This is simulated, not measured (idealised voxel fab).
Process module under the name voxel double patterning
It is cross-section cut that appears here, measuring 285 nm in width, its square cells being 5 nm in size.
A cross-section is written here as square cells arranged in a grid, and it is given in bands from the top down, each band taking up one or more rows of cells.
Top height, bottom height, nm. Materials left to right, width each, nm. Single material + "edge to edge" = fills band edge to edge. "blank" = empty.
Height 0 is the level under which the wafer as received is all one material. The lowest band goes on downwards, as in "0 -> down".
Width: "30 to 40" (first number = top row, second number = bottom row, same change from row to row of cells).
Key: "nothing altered" - step with no changed cell in the cross-section.
Empty spaces counting at least 8 cells and having no open way to the top are listed in "Trapped void list". The notation width x height at distance is used for each, the distance being from the left edge and all three values in nm.
On each step's line, the part that comes after the settings is the simulator's own comment on the step.
The optional step-line setting "overlay nm" applies to steps with a mask and quantifies how far to the right of its planned location the mask lay, a negative value indicating leftward placement.

## Process steps foreseen in the plan
| 1 | RECEIVE,material Si |
| 2 | CONFORMAL_DEP,material SiO2,thk nm 5 |
| 3 | DIRECTIONAL_DEP,material W,thk nm 10 |
| 4 | DIRECTIONAL_DEP,material SiCN,thk nm 10 |
| 5 | MASKED_ETCH,tone open,mask id FIRST,width nm 15,pitch nm 50,etch materials SiCN,depth nm 10,overlay nm 0 |
| 6 | DIRECTIONAL_DEP,material aC,thk nm 15 |
| 7 | PATTERN,tone open,mask id SECOND,material resist,width nm 15,thk nm 30,overlay nm 0 |
| 8 | DIRECTIONAL_ETCH,etch materials aC,depth nm 15 |
| 9 | STRIP,etch materials resist |
| 10 | DIRECTIONAL_ETCH,etch materials SiCN,depth nm 10 |
| 11 | STRIP,etch materials aC |
| 12 | DIRECTIONAL_ETCH,etch materials W,depth nm 10 |
| 13 | STRIP,etch materials SiCN |

## Received-state cross-section, reflecting completion of step 1
    0 -> down = Si edge to edge
    Trapped void list: none

## Cross-section: first of two wafers, module finished, run according to plan
    15 -> 5 = W: 110, then blank: 15, then W: 10, then blank: 15, then W: 10, then blank: 15, then W: 110
    5 -> 0 = SiO2 edge to edge
    0 -> down = Si edge to edge
    Trapped void list: none

## So this is wafer number two of the two, cut at the end of the module - it started where the first did and had the same plan, we just got one thing wrong running it
    15 -> 10 = SiO2 edge to edge
    10 -> 0 = W edge to edge
    0 -> down = Si edge to edge
    Trapped void list: none
Plan not followed: plan vs actual: 2 and 3 interchanged
Materials where the second wafer ends with more or fewer cells than the first: W: 18 more
